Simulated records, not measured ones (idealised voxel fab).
Proc. module: voxel transistor to metal
Section shown: cut. Width: 275 nm. Cell size: 5 nm, square.
Cross-section = grid of square cells, listed top down in bands; band = one or more rows.
The entry gives the band's vertical extent as a top height and a bottom height in nm, then its horizontal make-up as materials from left to right, each with a width in nm. "blank" stands for empty space; a single material marked "edge to edge" fills the band edge to edge.
The reference from which all heights are counted is 0, the level beneath which the as-received wafer is entirely one material; the lowest band, having no lower bound, proceeds downward and is written after the example "top 0, no bottom".
Think of "30..40" as a width that walks from the first number to the second as you go down the band, top row to bottom row, taking equal-sized steps from row to row.
Step marked "stayed the same"? Then no cell in the cross-section changed in it.
"Enclosed void listing" contains a list of empty spaces, each no smaller than 8 cells and without an open way to the top, written in the form width x height at distance with the distance from the left edge and all three in nm.
Past the settings on a step's line: simulator remark, on that step.
overlay nm, on a step with a mask: how far to the right of its planned place the mask lay; to the left if negative
So the way this works: pairs, before and after one process step. The after picture only goes down to the lowest band that actually changed, nothing below. Step and its settings are under each pair. And watch out, pairs might come from different runs of this module, same starting wafer though, so a pair only follows on from the one above if its "Before the step" entry tells you so.

# Before the step
> top 55, bottom 40 | SiO2 45 nm, blank 25 nm, SiO2 25 nm, blank 25 nm, SiO2 35 nm, blank 25 nm, SiO2 25 nm, blank 25 nm, SiO2 45 nm
> top 40, bottom 30 | SiO2 45 nm, blank 20 nm, SiN 10 nm, SiCN 15 nm, SiN 10 nm, blank 20 nm, SiO2 35 nm, blank 20 nm, SiN 10 nm, SiCN 15 nm, SiN 10 nm, blank 20 nm, SiO2 45 nm
> top 30, bottom 15 | SiO2 45 nm, blank 20 nm, SiN 10 nm, polySi 15 nm, SiN 10 nm, blank 20 nm, SiO2 35 nm, blank 20 nm, SiN 10 nm, polySi 15 nm, SiN 10 nm, blank 20 nm, SiO2 45 nm
> top 15, bottom 5 | SiO2 45..40 nm, nSi 20..25 nm, SiN 10 nm, polySi 15 nm, SiN 10 nm, nSi 20..25 nm, SiO2 35..25 nm, nSi 20..25 nm, SiN 10 nm, polySi 15 nm, SiN 10 nm, nSi 20..25 nm, SiO2 45..40 nm
> top 5, bottom 0 | SiO2 35 nm, SiN 10 nm, nSi 20 nm, SiN 10 nm, polySi 15 nm, SiN 10 nm, nSi 20 nm, SiN 10 nm, SiO2 15 nm, SiN 10 nm, nSi 20 nm, SiN 10 nm, polySi 15 nm, SiN 10 nm, nSi 20 nm, SiN 10 nm, SiO2 35 nm
> top 0, bottom -5 | SiO2 35 nm, SiN 5 nm, SiO2 5 nm, nSi 20 nm, SiO2 35 nm, nSi 20 nm, SiO2 5 nm, SiN 5 nm, SiO2 15 nm, SiN 5 nm, SiO2 5 nm, nSi 20 nm, SiO2 35 nm, nSi 20 nm, SiO2 5 nm, SiN 5 nm, SiO2 35 nm
> top -5, bottom -10 | SiO2 45 nm, nSi 20 nm, Si 35 nm, nSi 20 nm, SiO2 35 nm, nSi 20 nm, Si 35 nm, nSi 20 nm, SiO2 45 nm
> top -10, bottom -20 | SiO2 40 nm, Si 5 nm, nSi 20 nm, Si 35 nm, nSi 20 nm, Si 5 nm, SiO2 25 nm, Si 5 nm, nSi 20 nm, Si 35 nm, nSi 20 nm, Si 5 nm, SiO2 40 nm
> top -20, bottom -25 | SiO2 40 nm, Si 85 nm, SiO2 25 nm, Si 85 nm, SiO2 40 nm
> top -25, no bottom | Si edge to edge
> Enclosed void listing: none

# after
> top 60, bottom 55 | TiN 50 nm, blank 15 nm, TiN 35 nm, blank 15 nm, TiN 45 nm, blank 15 nm, TiN 35 nm, blank 15 nm, TiN 50 nm
> top 55, bottom 45 | SiO2 45 nm, TiN 5 nm, blank 15 nm, TiN 5 nm, SiO2 25 nm, TiN 5 nm, blank 15 nm, TiN 5 nm, SiO2 35 nm, TiN 5 nm, blank 15 nm, TiN 5 nm, SiO2 25 nm, TiN 5 nm, blank 15 nm, TiN 5 nm, SiO2 45 nm
> top 45, bottom 40 | SiO2 45 nm, TiN 5 nm, blank 10 nm, TiN 10 nm, SiO2 25 nm, TiN 10 nm, blank 10 nm, TiN 5 nm, SiO2 35 nm, TiN 5 nm, blank 10 nm, TiN 10 nm, SiO2 25 nm, TiN 10 nm, blank 10 nm, TiN 5 nm, SiO2 45 nm
> top 40, bottom 30 | SiO2 45 nm, TiN 5 nm, blank 10 nm, TiN 5 nm, SiN 10 nm, SiCN 15 nm, SiN 10 nm, TiN 5 nm, blank 10 nm, TiN 5 nm, SiO2 35 nm, TiN 5 nm, blank 10 nm, TiN 5 nm, SiN 10 nm, SiCN 15 nm, SiN 10 nm, TiN 5 nm, blank 10 nm, TiN 5 nm, SiO2 45 nm
> top 30, bottom 20 | SiO2 45 nm, TiN 5 nm, blank 10 nm, TiN 5 nm, SiN 10 nm, polySi 15 nm, SiN 10 nm, TiN 5 nm, blank 10 nm, TiN 5 nm, SiO2 35 nm, TiN 5 nm, blank 10 nm, TiN 5 nm, SiN 10 nm, polySi 15 nm, SiN 10 nm, TiN 5 nm, blank 10 nm, TiN 5 nm, SiO2 45 nm
> top 20, bottom 15 | SiO2 45 nm, TiN 20 nm, SiN 10 nm, polySi 15 nm, SiN 10 nm, TiN 20 nm, SiO2 35 nm, TiN 20 nm, SiN 10 nm, polySi 15 nm, SiN 10 nm, TiN 20 nm, SiO2 45 nm
> For the remainder of the cross-section, below 15, there is no change.
> Enclosed void listing: none
Step, before to after (see cross-sections above): CONFORMAL_DEP (material TiN; thk nm 5)

Before the step: unchanged from the after cross-section in the pair immediately above; refer to that figure.

# after
> top 65, bottom 60 | W edge to edge
> top 60, bottom 55 | TiN 50 nm, W 15 nm, TiN 35 nm, W 15 nm, TiN 45 nm, W 15 nm, TiN 35 nm, W 15 nm, TiN 50 nm
> top 55, bottom 45 | SiO2 45 nm, TiN 5 nm, W 15 nm, TiN 5 nm, SiO2 25 nm, TiN 5 nm, W 15 nm, TiN 5 nm, SiO2 35 nm, TiN 5 nm, W 15 nm, TiN 5 nm, SiO2 25 nm, TiN 5 nm, W 15 nm, TiN 5 nm, SiO2 45 nm
> top 45, bottom 40 | SiO2 45 nm, TiN 5 nm, W 10 nm, TiN 10 nm, SiO2 25 nm, TiN 10 nm, W 10 nm, TiN 5 nm, SiO2 35 nm, TiN 5 nm, W 10 nm, TiN 10 nm, SiO2 25 nm, TiN 10 nm, W 10 nm, TiN 5 nm, SiO2 45 nm
> top 40, bottom 30 | SiO2 45 nm, TiN 5 nm, W 10 nm, TiN 5 nm, SiN 10 nm, SiCN 15 nm, SiN 10 nm, TiN 5 nm, W 10 nm, TiN 5 nm, SiO2 35 nm, TiN 5 nm, W 10 nm, TiN 5 nm, SiN 10 nm, SiCN 15 nm, SiN 10 nm, TiN 5 nm, W 10 nm, TiN 5 nm, SiO2 45 nm
> top 30, bottom 20 | SiO2 45 nm, TiN 5 nm, W 10 nm, TiN 5 nm, SiN 10 nm, polySi 15 nm, SiN 10 nm, TiN 5 nm, W 10 nm, TiN 5 nm, SiO2 35 nm, TiN 5 nm, W 10 nm, TiN 5 nm, SiN 10 nm, polySi 15 nm, SiN 10 nm, TiN 5 nm, W 10 nm, TiN 5 nm, SiO2 45 nm
> For the remainder of the cross-section, below 20, there is no change.
> Enclosed void listing: none
Step, before to after (see cross-sections above): FILL_DEP (material W; thk nm 5)

Before the step: unchanged from the after cross-section in the pair immediately above; refer to that figure.

# after
> top 55, bottom 45 | SiO2 45 nm, TiN 5 nm, W 15 nm, TiN 5 nm, SiO2 25 nm, TiN 5 nm, W 15 nm, TiN 5 nm, SiO2 35 nm, TiN 5 nm, W 15 nm, TiN 5 nm, SiO2 25 nm, TiN 5 nm, W 15 nm, TiN 5 nm, SiO2 45 nm
> For the remainder of the cross-section, below 45, there is no change.
> Enclosed void listing: none
Step, before to after (see cross-sections above): CMP (height nm 55)

Before the step: unchanged from the after cross-section in the pair immediately above; refer to that figure.

# after
> top 60, bottom 55 | TiN edge to edge
> For the remainder of the cross-section, below 55, there is no change.
> Enclosed void listing: none
Step, before to after (see cross-sections above): DIRECTIONAL_DEP (material TiN; thk nm 5)

Before the step: unchanged from the after cross-section in the pair immediately above; refer to that figure.

# after
> top 85, bottom 60 | Ru edge to edge
> For the remainder of the cross-section, below 60, there is no change.
> Enclosed void listing: none
Step, before to after (see cross-sections above): DIRECTIONAL_DEP (material Ru; thk nm 25)

Before the step: unchanged from the after cross-section in the pair immediately above; refer to that figure.

# after
> top 85, bottom 60 | blank 45 nm, Ru 15 nm, blank 45 nm, Ru 15 nm, blank 35 nm, Ru 15 nm, blank 45 nm, Ru 15 nm, blank 45 nm
> For the remainder of the cross-section, below 60, there is no change.
> Enclosed void listing: none
Step, before to after (see cross-sections above): MASKED_ETCH (tone cover; mask id METAL_1; width nm 15; etch materials Ru; depth nm 25; overlay nm 0)

Before the step: unchanged from the after cross-section in the pair immediately above; refer to that figure.

# after
> top 85, bottom 60 | blank 45 nm, Ru 15 nm, blank 45 nm, Ru 15 nm, blank 35 nm, Ru 15 nm, blank 45 nm, Ru 15 nm, blank 45 nm
> top 60, bottom 55 | blank 45 nm, TiN 15 nm, blank 45 nm, TiN 15 nm, blank 35 nm, TiN 15 nm, blank 45 nm, TiN 15 nm, blank 45 nm
> For the remainder of the cross-section, below 55, there is no change.
> Enclosed void listing: none
Step, before to after (see cross-sections above): MASKED_ETCH (tone cover; mask id METAL_1; width nm 15; etch materials TiN; depth nm 5; overlay nm 0)

Before the step: unchanged from the after cross-section in the pair immediately above; refer to that figure.

# after
> top 90, bottom 85 | blank 40 nm, SiCN 25 nm, blank 35 nm, SiCN 25 nm, blank 25 nm, SiCN 25 nm, blank 35 nm, SiCN 25 nm, blank 40 nm
> top 85, bottom 60 | blank 40 nm, SiCN 5 nm, Ru 15 nm, SiCN 5 nm, blank 35 nm, SiCN 5 nm, Ru 15 nm, SiCN 5 nm, blank 25 nm, SiCN 5 nm, Ru 15 nm, SiCN 5 nm, blank 35 nm, SiCN 5 nm, Ru 15 nm, SiCN 5 nm, blank 40 nm
> top 60, bottom 55 | SiCN 45 nm, TiN 15 nm, SiCN 45 nm, TiN 15 nm, SiCN 35 nm, TiN 15 nm, SiCN 45 nm, TiN 15 nm, SiCN 45 nm
> For the remainder of the cross-section, below 55, there is no change.
> Enclosed void listing: none
Step, before to after (see cross-sections above): CONFORMAL_DEP (material SiCN; thk nm 5)

Before the step: unchanged from the after cross-section in the pair immediately above; refer to that figure.

# after
> top 95, bottom 90 | SiO2 edge to edge
> top 90, bottom 85 | SiO2 40 nm, SiCN 25 nm, SiO2 35 nm, SiCN 25 nm, SiO2 25 nm, SiCN 25 nm, SiO2 35 nm, SiCN 25 nm, SiO2 40 nm
> top 85, bottom 60 | SiO2 40 nm, SiCN 5 nm, Ru 15 nm, SiCN 5 nm, SiO2 35 nm, SiCN 5 nm, Ru 15 nm, SiCN 5 nm, SiO2 25 nm, SiCN 5 nm, Ru 15 nm, SiCN 5 nm, SiO2 35 nm, SiCN 5 nm, Ru 15 nm, SiCN 5 nm, SiO2 40 nm
> For the remainder of the cross-section, below 60, there is no change.
> Enclosed void listing: none
Step, before to after (see cross-sections above): FILL_DEP (material SiO2; thk nm 5)

Before the step: unchanged from the after cross-section in the pair immediately above; refer to that figure.

# after
> top 85, bottom 60 | SiO2 40 nm, SiCN 5 nm, Ru 15 nm, SiCN 5 nm, SiO2 35 nm, SiCN 5 nm, Ru 15 nm, SiCN 5 nm, SiO2 25 nm, SiCN 5 nm, Ru 15 nm, SiCN 5 nm, SiO2 35 nm, SiCN 5 nm, Ru 15 nm, SiCN 5 nm, SiO2 40 nm
> For the remainder of the cross-section, below 60, there is no change.
> Enclosed void listing: none
Step, before to after (see cross-sections above): CMP (height nm 85)

Before the step: unchanged from the after cross-section in the pair immediately above; refer to that figure.

# after
> top 90, bottom 85 | SiCN edge to edge
> For the remainder of the cross-section, below 85, there is no change.
> Enclosed void listing: none
Step, before to after (see cross-sections above): CONFORMAL_DEP (material SiCN; thk nm 5)

Before the step: unchanged from the after cross-section in the pair immediately above; refer to that figure.

# after
> top 120, bottom 90 | SiO2 edge to edge
> For the remainder of the cross-section, below 90, there is no change.
> Enclosed void listing: none
Step, before to after (see cross-sections above): DIRECTIONAL_DEP (material SiO2; thk nm 30)

Before the step: unchanged from the after cross-section in the pair immediately above; refer to that figure.

# after
> top 135, bottom 120 | aC edge to edge
> For the remainder of the cross-section, below 120, there is no change.
> Enclosed void listing: none
Step, before to after (see cross-sections above): DIRECTIONAL_DEP (material aC; thk nm 15)

Before the step: unchanged from the after cross-section in the pair immediately above; refer to that figure.

# after
> top 165, bottom 135 | resist 45 nm, blank 15 nm, resist 95 nm, blank 15 nm, resist 105 nm
> For the remainder of the cross-section, below 135, there is no change.
> Enclosed void listing: none
Step, before to after (see cross-sections above): PATTERN (tone open; mask id METAL_2; material resist; width nm 15; pitch nm 110; thk nm 30; overlay nm 0)

Before the step: unchanged from the after cross-section in the pair immediately above; refer to that figure.

# after
> top 150, bottom 135 | resist 45 nm, blank 15 nm, resist 95 nm, blank 15 nm, resist 105 nm
> top 135, bottom 120 | aC 45 nm, blank 15 nm, aC 95 nm, blank 15 nm, aC 105 nm
> For the remainder of the cross-section, below 120, there is no change.
> Enclosed void listing: none
Step, before to after (see cross-sections above): DIRECTIONAL_ETCH (etch materials aC; depth nm 15)

Before the step: unchanged from the after cross-section in the pair immediately above; refer to that figure.

# after
> top 135, bottom 120 | aC 45 nm, blank 15 nm, aC 95 nm, blank 15 nm, aC 105 nm
> For the remainder of the cross-section, below 120, there is no change.
> Enclosed void listing: none
Step, before to after (see cross-sections above): STRIP (etch materials resist)

Before the step: unchanged from the after cross-section in the pair immediately above; refer to that figure.

# after
> top 135, bottom 120 | aC 45 nm, blank 15 nm, aC 95 nm, blank 15 nm, aC 105 nm
> top 120, bottom 105 | SiO2 45 nm, blank 15 nm, SiO2 95 nm, blank 15 nm, SiO2 105 nm
> For the remainder of the cross-section, below 105, there is no change.
> Enclosed void listing: none
Step, before to after (see cross-sections above): DIRECTIONAL_ETCH (etch materials SiO2; depth nm 15)

Before the step: unchanged from the after cross-section in the pair immediately above; refer to that figure.

# after
> top 120, bottom 105 | SiO2 45 nm, blank 15 nm, SiO2 95 nm, blank 15 nm, SiO2 105 nm
> For the remainder of the cross-section, below 105, there is no change.
> Enclosed void listing: none
Step, before to after (see cross-sections above): STRIP (etch materials aC)

Before the step: unchanged from the after cross-section in the pair immediately above; refer to that figure.

# after
> top 135, bottom 120 | aC 45 nm, blank 15 nm, aC 95 nm, blank 15 nm, aC 105 nm
> top 120, bottom 105 | SiO2 45 nm, aC 15 nm, SiO2 95 nm, aC 15 nm, SiO2 105 nm
> For the remainder of the cross-section, below 105, there is no change.
> Enclosed void listing: none
Step, before to after (see cross-sections above): DIRECTIONAL_DEP (material aC; thk nm 15)

Before the step: unchanged from the after cross-section in the pair immediately above; refer to that figure.

# after
> top 170, bottom 135 | resist 45 nm, blank 15 nm, resist 95 nm, blank 15 nm, resist 105 nm
> For the remainder of the cross-section, below 135, there is no change.
> Enclosed void listing: none
Step, before to after (see cross-sections above): PATTERN (tone open; mask id METAL_2_HOLES; material resist; width nm 15; pitch nm 110; thk nm 35; overlay nm 0)

Before the step: unchanged from the after cross-section in the pair immediately above; refer to that figure.

# after
> top 155, bottom 135 | resist 45 nm, blank 15 nm, resist 95 nm, blank 15 nm, resist 105 nm
> top 135, bottom 120 | aC 45 nm, blank 15 nm, aC 95 nm, blank 15 nm, aC 105 nm
> top 120, bottom 105 | SiO2 45 nm, blank 15 nm, SiO2 95 nm, blank 15 nm, SiO2 105 nm
> For the remainder of the cross-section, below 105, there is no change.
> Enclosed void listing: none
Step, before to after (see cross-sections above): DIRECTIONAL_ETCH (etch materials aC; depth nm 15)

Before the step: unchanged from the after cross-section in the pair immediately above; refer to that figure.

# after
> top 135, bottom 120 | aC 45 nm, blank 15 nm, aC 95 nm, blank 15 nm, aC 105 nm
> For the remainder of the cross-section, below 120, there is no change.
> Enclosed void listing: none
Step, before to after (see cross-sections above): STRIP (etch materials resist)

Before the step: unchanged from the after cross-section in the pair immediately above; refer to that figure.

# after
> top 135, bottom 120 | aC 45 nm, blank 15 nm, aC 95 nm, blank 15 nm, aC 105 nm
> top 120, bottom 90 | SiO2 45 nm, blank 15 nm, SiO2 95 nm, blank 15 nm, SiO2 105 nm
> For the remainder of the cross-section, below 90, there is no change.
> Enclosed void listing: none
Step, before to after (see cross-sections above): DIRECTIONAL_ETCH (etch materials SiO2; depth nm 15)

Before the step: unchanged from the after cross-section in the pair immediately above; refer to that figure.

# after
> top 135, bottom 120 | aC 45 nm, blank 15 nm, aC 95 nm, blank 15 nm, aC 105 nm
> top 120, bottom 90 | SiO2 45 nm, blank 15 nm, SiO2 95 nm, blank 15 nm, SiO2 105 nm
> top 90, bottom 85 | SiCN 45 nm, blank 15 nm, SiCN 95 nm, blank 15 nm, SiCN 105 nm
> For the remainder of the cross-section, below 85, there is no change.
> Enclosed void listing: none
Step, before to after (see cross-sections above): DIRECTIONAL_ETCH (etch materials SiCN; depth nm 5)

Before the step: unchanged from the after cross-section in the pair immediately above; refer to that figure.

# after
> top 120, bottom 90 | SiO2 45 nm, blank 15 nm, SiO2 95 nm, blank 15 nm, SiO2 105 nm
> For the remainder of the cross-section, below 90, there is no change.
> Enclosed void listing: none
Step, before to after (see cross-sections above): STRIP (etch materials aC)

Before the step: unchanged from the after cross-section in the pair immediately above; refer to that figure.

# after
> top 125, bottom 120 | TiN 50 nm, blank 5 nm, TiN 105 nm, blank 5 nm, TiN 110 nm
> top 120, bottom 90 | SiO2 45 nm, TiN 5 nm, blank 5 nm, TiN 5 nm, SiO2 95 nm, TiN 5 nm, blank 5 nm, TiN 5 nm, SiO2 105 nm
> top 90, bottom 85 | SiCN 45 nm, TiN 15 nm, SiCN 95 nm, TiN 15 nm, SiCN 105 nm
> For the remainder of the cross-section, below 85, there is no change.
> Enclosed void listing: none
Step, before to after (see cross-sections above): CONFORMAL_DEP (material TiN; thk nm 5)

Before the step: unchanged from the after cross-section in the pair immediately above; refer to that figure.

# after
> top 130, bottom 125 | Ru edge to edge
> top 125, bottom 120 | TiN 50 nm, Ru 5 nm, TiN 105 nm, Ru 5 nm, TiN 110 nm
> top 120, bottom 90 | SiO2 45 nm, TiN 5 nm, Ru 5 nm, TiN 5 nm, SiO2 95 nm, TiN 5 nm, Ru 5 nm, TiN 5 nm, SiO2 105 nm
> For the remainder of the cross-section, below 90, there is no change.
> Enclosed void listing: none
Step, before to after (see cross-sections above): FILL_DEP (material Ru; thk nm 5)

Before the step: unchanged from the after cross-section in the pair immediately above; refer to that figure.

# after
> top 120, bottom 90 | SiO2 45 nm, TiN 5 nm, Ru 5 nm, TiN 5 nm, SiO2 95 nm, TiN 5 nm, Ru 5 nm, TiN 5 nm, SiO2 105 nm
> For the remainder of the cross-section, below 90, there is no change.
> Enclosed void listing: none
Step, before to after (see cross-sections above): CMP (height nm 120)

Before the step: unchanged from the after cross-section in the pair immediately above; refer to that figure.

# after
> top 125, bottom 120 | SiCN edge to edge
> For the remainder of the cross-section, below 120, there is no change.
> Enclosed void listing: none
Step, before to after (see cross-sections above): CONFORMAL_DEP (material SiCN; thk nm 5)

# Before the step
> top 55, bottom 40 | SiO2 edge to edge
> top 40, bottom 30 | SiO2 65 nm, SiN 10 nm, SiCN 15 nm, SiN 10 nm, SiO2 75 nm, SiN 10 nm, SiCN 15 nm, SiN 10 nm, SiO2 65 nm
> top 30, bottom 15 | SiO2 65 nm, SiN 10 nm, polySi 15 nm, SiN 10 nm, SiO2 75 nm, SiN 10 nm, polySi 15 nm, SiN 10 nm, SiO2 65 nm
> top 15, bottom 5 | SiO2 35 nm, nSi 30 nm, SiN 10 nm, polySi 15 nm, SiN 10 nm, nSi 30 nm, SiO2 15 nm, nSi 30 nm, SiN 10 nm, polySi 15 nm, SiN 10 nm, nSi 30 nm, SiO2 35 nm
> top 5, bottom 0 | SiO2 35 nm, SiN 10 nm, nSi 20 nm, SiN 10 nm, polySi 15 nm, SiN 10 nm, nSi 20 nm, SiN 10 nm, SiO2 15 nm, SiN 10 nm, nSi 20 nm, SiN 10 nm, polySi 15 nm, SiN 10 nm, nSi 20 nm, SiN 10 nm, SiO2 35 nm
> top 0, bottom -5 | SiO2 45 nm, nSi 20 nm, SiO2 35 nm, nSi 20 nm, SiO2 35 nm, nSi 20 nm, SiO2 35 nm, nSi 20 nm, SiO2 45 nm
> top -5, bottom -20 | SiO2 40 nm, Si 5 nm, nSi 20 nm, Si 35 nm, nSi 20 nm, Si 5 nm, SiO2 25 nm, Si 5 nm, nSi 20 nm, Si 35 nm, nSi 20 nm, Si 5 nm, SiO2 40 nm
> top -20, bottom -25 | SiO2 40 nm, Si 85 nm, SiO2 25 nm, Si 85 nm, SiO2 40 nm
> top -25, no bottom | Si edge to edge
> Enclosed void listing: none

# after
> top 70, bottom 40 | SiO2 edge to edge
> For the remainder of the cross-section, below 40, there is no change.
> Enclosed void listing: none
Step, before to after (see cross-sections above): DIRECTIONAL_DEP (material SiO2; thk nm 15)

Before the step: unchanged from the after cross-section in the pair immediately above; refer to that figure.

# after
> top 90, bottom 70 | resist 45 nm, blank 25 nm, resist 25 nm, blank 25 nm, resist 35 nm, blank 25 nm, resist 25 nm, blank 25 nm, resist 45 nm
> For the remainder of the cross-section, below 70, there is no change.
> Enclosed void listing: none
Step, before to after (see cross-sections above): PATTERN (tone open; mask id CONTACT; material resist; width nm 25; thk nm 20; overlay nm 0)

Before the step: unchanged from the after cross-section in the pair immediately above; refer to that figure.

# after
> top 90, bottom 70 | resist 45 nm, blank 25 nm, resist 25 nm, blank 25 nm, resist 35 nm, blank 25 nm, resist 25 nm, blank 25 nm, resist 45 nm
> top 70, bottom 40 | SiO2 45 nm, blank 25 nm, SiO2 25 nm, blank 25 nm, SiO2 35 nm, blank 25 nm, SiO2 25 nm, blank 25 nm, SiO2 45 nm
> top 40, bottom 30 | SiO2 45 nm, blank 20 nm, SiN 10 nm, SiCN 15 nm, SiN 10 nm, blank 20 nm, SiO2 35 nm, blank 20 nm, SiN 10 nm, SiCN 15 nm, SiN 10 nm, blank 20 nm, SiO2 45 nm
> For the remainder of the cross-section, below 30, there is no change.
> Enclosed void listing: none
Step, before to after (see cross-sections above): DIRECTIONAL_ETCH (etch materials SiO2; depth nm 40)

Before the step: unchanged from the after cross-section in the pair immediately above; refer to that figure.

# after
> top 70, bottom 40 | SiO2 45 nm, blank 25 nm, SiO2 25 nm, blank 25 nm, SiO2 35 nm, blank 25 nm, SiO2 25 nm, blank 25 nm, SiO2 45 nm
> For the remainder of the cross-section, below 40, there is no change.
> Enclosed void listing: none
Step, before to after (see cross-sections above): STRIP (etch materials resist)

Before the step: unchanged from the after cross-section in the pair immediately above; refer to that figure.

# after
> top 75, bottom 70 | TiN 50 nm, blank 15 nm, TiN 35 nm, blank 15 nm, TiN 45 nm, blank 15 nm, TiN 35 nm, blank 15 nm, TiN 50 nm
> top 70, bottom 45 | SiO2 45 nm, TiN 5 nm, blank 15 nm, TiN 5 nm, SiO2 25 nm, TiN 5 nm, blank 15 nm, TiN 5 nm, SiO2 35 nm, TiN 5 nm, blank 15 nm, TiN 5 nm, SiO2 25 nm, TiN 5 nm, blank 15 nm, TiN 5 nm, SiO2 45 nm
> top 45, bottom 40 | SiO2 45 nm, TiN 5 nm, blank 10 nm, TiN 10 nm, SiO2 25 nm, TiN 10 nm, blank 10 nm, TiN 5 nm, SiO2 35 nm, TiN 5 nm, blank 10 nm, TiN 10 nm, SiO2 25 nm, TiN 10 nm, blank 10 nm, TiN 5 nm, SiO2 45 nm
> top 40, bottom 35 | SiO2 45 nm, TiN 5 nm, blank 10 nm, TiN 5 nm, SiN 10 nm, SiCN 15 nm, SiN 10 nm, TiN 5 nm, blank 10 nm, TiN 5 nm, SiO2 35 nm, TiN 5 nm, blank 10 nm, TiN 5 nm, SiN 10 nm, SiCN 15 nm, SiN 10 nm, TiN 5 nm, blank 10 nm, TiN 5 nm, SiO2 45 nm
> top 35, bottom 30 | SiO2 45 nm, TiN 20 nm, SiN 10 nm, SiCN 15 nm, SiN 10 nm, TiN 20 nm, SiO2 35 nm, TiN 20 nm, SiN 10 nm, SiCN 15 nm, SiN 10 nm, TiN 20 nm, SiO2 45 nm
> For the remainder of the cross-section, below 30, there is no change.
> Enclosed void listing: none
Step, before to after (see cross-sections above): CONFORMAL_DEP (material TiN; thk nm 5)

Before the step: unchanged from the after cross-section in the pair immediately above; refer to that figure.

# after
> top 80, bottom 75 | W edge to edge
> top 75, bottom 70 | TiN 50 nm, W 15 nm, TiN 35 nm, W 15 nm, TiN 45 nm, W 15 nm, TiN 35 nm, W 15 nm, TiN 50 nm
> top 70, bottom 45 | SiO2 45 nm, TiN 5 nm, W 15 nm, TiN 5 nm, SiO2 25 nm, TiN 5 nm, W 15 nm, TiN 5 nm, SiO2 35 nm, TiN 5 nm, W 15 nm, TiN 5 nm, SiO2 25 nm, TiN 5 nm, W 15 nm, TiN 5 nm, SiO2 45 nm
> top 45, bottom 40 | SiO2 45 nm, TiN 5 nm, W 10 nm, TiN 10 nm, SiO2 25 nm, TiN 10 nm, W 10 nm, TiN 5 nm, SiO2 35 nm, TiN 5 nm, W 10 nm, TiN 10 nm, SiO2 25 nm, TiN 10 nm, W 10 nm, TiN 5 nm, SiO2 45 nm
> top 40, bottom 35 | SiO2 45 nm, TiN 5 nm, W 10 nm, TiN 5 nm, SiN 10 nm, SiCN 15 nm, SiN 10 nm, TiN 5 nm, W 10 nm, TiN 5 nm, SiO2 35 nm, TiN 5 nm, W 10 nm, TiN 5 nm, SiN 10 nm, SiCN 15 nm, SiN 10 nm, TiN 5 nm, W 10 nm, TiN 5 nm, SiO2 45 nm
> For the remainder of the cross-section, below 35, there is no change.
> Enclosed void listing: none
Step, before to after (see cross-sections above): FILL_DEP (material W; thk nm 5)

Before the step: unchanged from the after cross-section in the pair immediately above; refer to that figure.

# after
> top 55, bottom 45 | SiO2 45 nm, TiN 5 nm, W 15 nm, TiN 5 nm, SiO2 25 nm, TiN 5 nm, W 15 nm, TiN 5 nm, SiO2 35 nm, TiN 5 nm, W 15 nm, TiN 5 nm, SiO2 25 nm, TiN 5 nm, W 15 nm, TiN 5 nm, SiO2 45 nm
> For the remainder of the cross-section, below 45, there is no change.
> Enclosed void listing: none
Step, before to after (see cross-sections above): CMP (height nm 55)

Before the step: unchanged from the after cross-section in the pair immediately above; refer to that figure.

# after
> top 60, bottom 55 | TiN edge to edge
> For the remainder of the cross-section, below 55, there is no change.
> Enclosed void listing: none
Step, before to after (see cross-sections above): DIRECTIONAL_DEP (material TiN; thk nm 5)

Before the step: unchanged from the after cross-section in the pair immediately above; refer to that figure.

# after
> top 85, bottom 60 | Ru edge to edge
> For the remainder of the cross-section, below 60, there is no change.
> Enclosed void listing: none
Step, before to after (see cross-sections above): DIRECTIONAL_DEP (material Ru; thk nm 25)

Before the step: unchanged from the after cross-section in the pair immediately above; refer to that figure.

# after
> top 85, bottom 60 | blank 45 nm, Ru 15 nm, blank 45 nm, Ru 15 nm, blank 35 nm, Ru 15 nm, blank 45 nm, Ru 15 nm, blank 45 nm
> For the remainder of the cross-section, below 60, there is no change.
> Enclosed void listing: none
Step, before to after (see cross-sections above): MASKED_ETCH (tone cover; mask id METAL_1; width nm 15; etch materials Ru; depth nm 25; overlay nm 0)

Before the step: unchanged from the after cross-section in the pair immediately above; refer to that figure.

# after
> top 85, bottom 60 | blank 45 nm, Ru 15 nm, blank 45 nm, Ru 15 nm, blank 35 nm, Ru 15 nm, blank 45 nm, Ru 15 nm, blank 45 nm
> top 60, bottom 55 | blank 45 nm, TiN 15 nm, blank 45 nm, TiN 15 nm, blank 35 nm, TiN 15 nm, blank 45 nm, TiN 15 nm, blank 45 nm
> For the remainder of the cross-section, below 55, there is no change.
> Enclosed void listing: none
Step, before to after (see cross-sections above): MASKED_ETCH (tone cover; mask id METAL_1; width nm 15; etch materials TiN; depth nm 5; overlay nm 0)

Before the step: unchanged from the after cross-section in the pair immediately above; refer to that figure.

# after
> top 90, bottom 85 | blank 40 nm, SiCN 25 nm, blank 35 nm, SiCN 25 nm, blank 25 nm, SiCN 25 nm, blank 35 nm, SiCN 25 nm, blank 40 nm
> top 85, bottom 60 | blank 40 nm, SiCN 5 nm, Ru 15 nm, SiCN 5 nm, blank 35 nm, SiCN 5 nm, Ru 15 nm, SiCN 5 nm, blank 25 nm, SiCN 5 nm, Ru 15 nm, SiCN 5 nm, blank 35 nm, SiCN 5 nm, Ru 15 nm, SiCN 5 nm, blank 40 nm
> top 60, bottom 55 | SiCN 45 nm, TiN 15 nm, SiCN 45 nm, TiN 15 nm, SiCN 35 nm, TiN 15 nm, SiCN 45 nm, TiN 15 nm, SiCN 45 nm
> For the remainder of the cross-section, below 55, there is no change.
> Enclosed void listing: none
Step, before to after (see cross-sections above): CONFORMAL_DEP (material SiCN; thk nm 5)

Before the step: unchanged from the after cross-section in the pair immediately above; refer to that figure.

# after
> top 95, bottom 90 | SiO2 edge to edge
> top 90, bottom 85 | SiO2 40 nm, SiCN 25 nm, SiO2 35 nm, SiCN 25 nm, SiO2 25 nm, SiCN 25 nm, SiO2 35 nm, SiCN 25 nm, SiO2 40 nm
> top 85, bottom 60 | SiO2 40 nm, SiCN 5 nm, Ru 15 nm, SiCN 5 nm, SiO2 35 nm, SiCN 5 nm, Ru 15 nm, SiCN 5 nm, SiO2 25 nm, SiCN 5 nm, Ru 15 nm, SiCN 5 nm, SiO2 35 nm, SiCN 5 nm, Ru 15 nm, SiCN 5 nm, SiO2 40 nm
> For the remainder of the cross-section, below 60, there is no change.
> Enclosed void listing: none
Step, before to after (see cross-sections above): FILL_DEP (material SiO2; thk nm 5)
